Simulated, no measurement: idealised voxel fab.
Process module heading - voxel wiring stack
We display cut, a cross-section 160 nm in width whose square cells are each 5 nm.
We lay out every cross-section as a grid of square cells and spell it out in bands from the top down, where one band means one or more rows of cells. The band entry comprises the height of the band's top followed by the height of its bottom, expressed in nm, and subsequently the band's materials from left to right, each stated together with its width in nm. Where a single material is marked with the word "full width", that material fills the band from edge to edge. The word "empty" represents empty space. Height datum 0, below which the as-received substrate wafer is one material. Lowest band open at the bottom, running downward: "from 0 down". A width such as "30 to 40" changes by the same amount from each row of cells to the next, from the band's top row to its bottom row. Where the words "no modification" appear for a step, the cross-section shows no cell changed by that step; every cell remained as before. The entry titled "Internal closed voids" provides the empty spaces that have no open way to the top, restricted to those of 8 cells or more. Each is presented as width x height at distance, the distance being measured from the left edge, with all three in nm. That trailing text on a step's line, after the settings, is the simulator's own remark on the step. overlay nm: how far to the right of its planned place the mask lay on this masked step (negative: to the left).
Intended process steps
1: RECEIVE, material Si
2: CONFORMAL_DEP, material SiO2, thk nm 15
3: CONFORMAL_DEP, material SiN, thk nm 5
4: DIRECTIONAL_DEP, material SiO2, thk nm 15
5: PATTERN, tone open, mask id METAL_1, material resist, width nm 30, pitch nm 45, thk nm 15, overlay nm 0
6: DIRECTIONAL_ETCH, etch materials SiO2, depth nm 15
7: DIRECTIONAL_ETCH, etch materials SiN, depth nm 5
8: STRIP, etch materials resist
9: CONFORMAL_DEP, material TiN, thk nm 5
10: FILL_DEP, material W, thk nm 10
11: CMP, height nm 35
12: CONFORMAL_DEP, material SiCN, thk nm 5
13: DIRECTIONAL_DEP, material SiO2, thk nm 20
14: PATTERN, tone open, mask id PLUG_1, material resist, width nm 15, thk nm 15, overlay nm 0
15: DIRECTIONAL_ETCH, etch materials SiO2, depth nm 20
16: DIRECTIONAL_ETCH, etch materials SiCN, depth nm 5
17: STRIP, etch materials resist
18: EPI, material Ru, thk nm 10
19: EPI, material Ru, thk nm 10
20: EPI, material Ru, thk nm 5
21: CONFORMAL_DEP, material SiCN, thk nm 5
22: DIRECTIONAL_DEP, material SiO2, thk nm 15
23: PATTERN, tone open, mask id METAL_2, material resist, width nm 30, pitch nm 45, thk nm 20, overlay nm 0
24: DIRECTIONAL_ETCH, etch materials SiO2, depth nm 15
25: DIRECTIONAL_ETCH, etch materials SiCN, depth nm 5
26: STRIP, etch materials resist
27: CONFORMAL_DEP, material TiN, thk nm 5
28: FILL_DEP, material Ru, thk nm 5
29: CMP, height nm 80
30: CONFORMAL_DEP, material SiCN, thk nm 5
31: DIRECTIONAL_DEP, material lowk, thk nm 15
32: PATTERN, tone open, mask id PLUG_2, material resist, width nm 15, thk nm 15, overlay nm 0
33: DIRECTIONAL_ETCH, etch materials lowk, depth nm 15
34: DIRECTIONAL_ETCH, etch materials SiCN, depth nm 5
35: STRIP, etch materials resist
36: CONFORMAL_DEP, material TiN, thk nm 5
37: FILL_DEP, material Ru, thk nm 10
38: CMP, height nm 100
39: CONFORMAL_DEP, material SiN, thk nm 5
40: DIRECTIONAL_DEP, material lowk, thk nm 25
41: PATTERN, tone open, mask id METAL_3, material resist, width nm 30, pitch nm 45, thk nm 15, overlay nm 0
42: DIRECTIONAL_ETCH, etch materials lowk, depth nm 25
43: DIRECTIONAL_ETCH, etch materials SiN, depth nm 5
44: STRIP, etch materials resist
45: CONFORMAL_DEP, material TiN, thk nm 5
46: FILL_DEP, material W, thk nm 10
47: CMP, height nm 130
48: CONFORMAL_DEP, material SiCN, thk nm 5
Incoming wafer in cross-section (state: after step 1)
* from 0 down: Si full width
* Internal closed voids: none
Cross-sectional view of the first of the two wafers upon completion of the module, processed in accordance with the plan
* from 135 to 130: SiCN full width
* from 130 to 105: lowk (40)  TiN (5)  W (20)  TiN (5)  lowk (15)  TiN (5)  W (20)  TiN (5)  lowk (45)
* from 105 to 100: SiN (40)  TiN (30)  SiN (15)  TiN (30)  SiN (45)
* from 100 to 85: lowk (40)  TiN (5)  Ru (5)  TiN (5)  lowk (105)
* from 85 to 80: SiCN (40)  TiN (15)  SiCN (105)
* from 80 to 65: SiO2 (40)  TiN (5)  Ru (20)  TiN (5)  SiO2 (15)  TiN (5)  Ru (20)  TiN (5)  SiO2 (45)
* from 65 to 60: SiCN (40)  TiN (30)  SiCN (15)  TiN (30)  SiCN (45)
* from 60 to 40: SiO2 (40)  Ru (15)  SiO2 (105)
* from 40 to 35: SiCN (40)  Ru (15)  SiCN (105)
* from 35 to 20: SiO2 (40)  TiN (5)  W (20)  TiN (5)  SiO2 (15)  TiN (5)  W (20)  TiN (5)  SiO2 (45)
* from 20 to 15: SiN (40)  TiN (30)  SiN (15)  TiN (30)  SiN (45)
* from 15 to 0: SiO2 full width
* from 0 down: Si full width
* Internal closed voids: none
Here is the second of the two wafers cut open at the end of the module - same start, same plan as the first one, but we made one mistake running it
* from 135 to 130: SiCN full width
* from 130 to 105: lowk (40)  TiN (5)  W (20)  TiN (5)  lowk (15)  TiN (5)  W (20)  TiN (5)  lowk (45)
* from 105 to 100: SiN (40)  TiN (30)  SiN (15)  TiN (30)  SiN (45)
* from 100 to 85: lowk (40)  TiN (5)  Ru (5)  TiN (5)  lowk (105)
* from 85 to 80: SiCN (40)  TiN (15)  SiCN (105)
* from 80 to 75: SiO2 (40)  TiN (5)  Ru (20)  TiN (5)  SiO2 (15)  TiN (5)  Ru (20)  TiN (5)  SiO2 (45)
* from 75 to 70: SiO2 (25)  SiCN (15)  TiN (30)  SiO2 (15)  TiN (5)  Ru (20)  TiN (5)  SiO2 (45)
* from 70 to 65: SiO2 (25)  SiCN (5)  Ru (35)  SiCN (5)  SiO2 (15)  TiN (5)  Ru (20)  TiN (5)  SiO2 (45)
* from 65 to 60: SiCN (30)  Ru (35)  SiCN (20)  TiN (30)  SiCN (45)
* from 60 to 40: SiO2 (40)  Ru (15)  SiO2 (105)
* from 40 to 35: SiCN (40)  Ru (15)  SiCN (105)
* from 35 to 20: SiO2 (40)  TiN (5)  W (20)  TiN (5)  SiO2 (15)  TiN (5)  W (20)  TiN (5)  SiO2 (45)
* from 20 to 15: SiN (40)  TiN (30)  SiN (15)  TiN (30)  SiN (45)
* from 15 to 0: SiO2 full width
* from 0 down: Si full width
* Internal closed voids: none
Heads up, the wafer didn't run the way we planned it: among the identical steps 18 and 19, one was performed twice; which one remains unidentifiable
At the finish, the second wafer shows more or fewer cells for some materials than the first does: 6 more of Ru; 4 more of SiCN; 6 fewer of SiO2; 4 fewer of TiN
